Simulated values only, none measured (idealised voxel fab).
The process module presented herein is designated voxel ribs on slabs.
This is section cut - it's 240 nm across, gridded in 5 nm square cells.
A cross-section is a grid of square cells, given in bands from the top down. A band is one or more rows of cells. Top height, bottom height, nm. Materials left to right, width each, nm. Single material + "everywhere" = fills band edge to edge. "empty" = empty. Note: height 0 marks the level under which the wafer is uniformly one material as received. Lowest band unbounded below, written "top 0, no bottom". Top row gets the first number, bottom row gets the second, and each row in between changes by the same step: that is how a band width like "30..40" works. "no modifications" (step): cross-section cells unchanged, all of them. "Completely enclosed voids" specifies each empty space that is not open to the top and that occupies no fewer than 8 cells, using the form width x height at distance, the distance measured from the left edge and all three quantities in nm. It should be noted that, on the line of a given step, the content following the step's settings is a remark produced by the simulator itself with respect to that step. overlay nm: how far to the right of its planned place the mask lay on this masked step (negative: to the left).
Steps in the process plan
1) RECEIVE | material Si
2) DIRECTIONAL_DEP | material SiO2 | thk nm 30
3) DIRECTIONAL_DEP | material SiN | thk nm 25
4) DIRECTIONAL_DEP | material aC | thk nm 10
5) PATTERN | tone cover | mask id RIB | material resist | width nm 15 | thk nm 25 | overlay nm 0
6) DIRECTIONAL_ETCH | etch materials aC | depth nm 10
7) STRIP | etch materials resist
8) DIRECTIONAL_ETCH | etch materials SiN | depth nm 15
9) STRIP | etch materials aC
10) DIRECTIONAL_DEP | material aC | thk nm 15
11) PATTERN | tone cover | mask id SLAB | material resist | width nm 45 | thk nm 35 | overlay nm 0
12) DIRECTIONAL_ETCH | etch materials aC | depth nm 15
13) STRIP | etch materials resist
14) DIRECTIONAL_ETCH | etch materials SiN | depth nm 10
15) STRIP | etch materials aC
16) FILL_DEP | material SiO2 | thk nm 20
17) CMP | height nm 65
18) DIRECTIONAL_DEP | material W | thk nm 10
19) DIRECTIONAL_DEP | material aC | thk nm 15
20) PATTERN | tone cover | mask id HEATER | material resist | width nm 25 | thk nm 30 | overlay nm 0
21) DIRECTIONAL_ETCH | etch materials aC | depth nm 5
22) STRIP | etch materials resist
23) DIRECTIONAL_ETCH | etch materials W | depth nm 10
24) STRIP | etch materials aC
25) CONFORMAL_DEP | material SiN | thk nm 5
The wafers in this document start out alike and differ in the depth nm applied at step 21; the plan shows the value used for the first wafer.
First wafer as received, after step 1
* top 0, no bottom: Si everywhere
* Completely enclosed voids: none
First wafer of several, cross-section, module end, after step 25 (last)
* top 80, bottom 75: SiN everywhere
* top 75, bottom 65: W everywhere
* top 65, bottom 55: SiO2 everywhere
* top 55, bottom 40: SiO2 (110); SiN (15); SiO2 (115)
* top 40, bottom 30: SiO2 (95); SiN (45); SiO2 (100)
* top 30, bottom 0: SiO2 everywhere
* top 0, no bottom: Si everywhere
* Completely enclosed voids: none
Cross-section of the final wafer among several, taken at the end of the module
* top 80, bottom 75: empty (100); SiN (35); empty (105)
* top 75, bottom 70: empty (100); SiN (5); W (25); SiN (5); empty (105)
* top 70, bottom 65: SiN (105); W (25); SiN (110)
* top 65, bottom 55: SiO2 everywhere
* top 55, bottom 40: SiO2 (110); SiN (15); SiO2 (115)
* top 40, bottom 30: SiO2 (95); SiN (45); SiO2 (100)
* top 30, bottom 0: SiO2 everywhere
* top 0, no bottom: Si everywhere
* Completely enclosed voids: none
Each row below is a wafer at the end of the module, listing for every material the number of cells it has gained (+) or lost (-) since it was received, followed by its closed voids
depth nm 5, +75 SiN, +597 SiO2, +96 W, Completely enclosed voids: none
depth nm 10, +75 SiN, +597 SiO2, +96 W, Completely enclosed voids: none
depth nm 15, +79 SiN, +597 SiO2, +10 W, Completely enclosed voids: none
depth nm 20, +79 SiN, +597 SiO2, +10 W, Completely enclosed voids: none
depth nm 25, +79 SiN, +597 SiO2, +10 W, Completely enclosed voids: none
depth nm 30, +79 SiN, +597 SiO2, +10 W, Completely enclosed voids: none
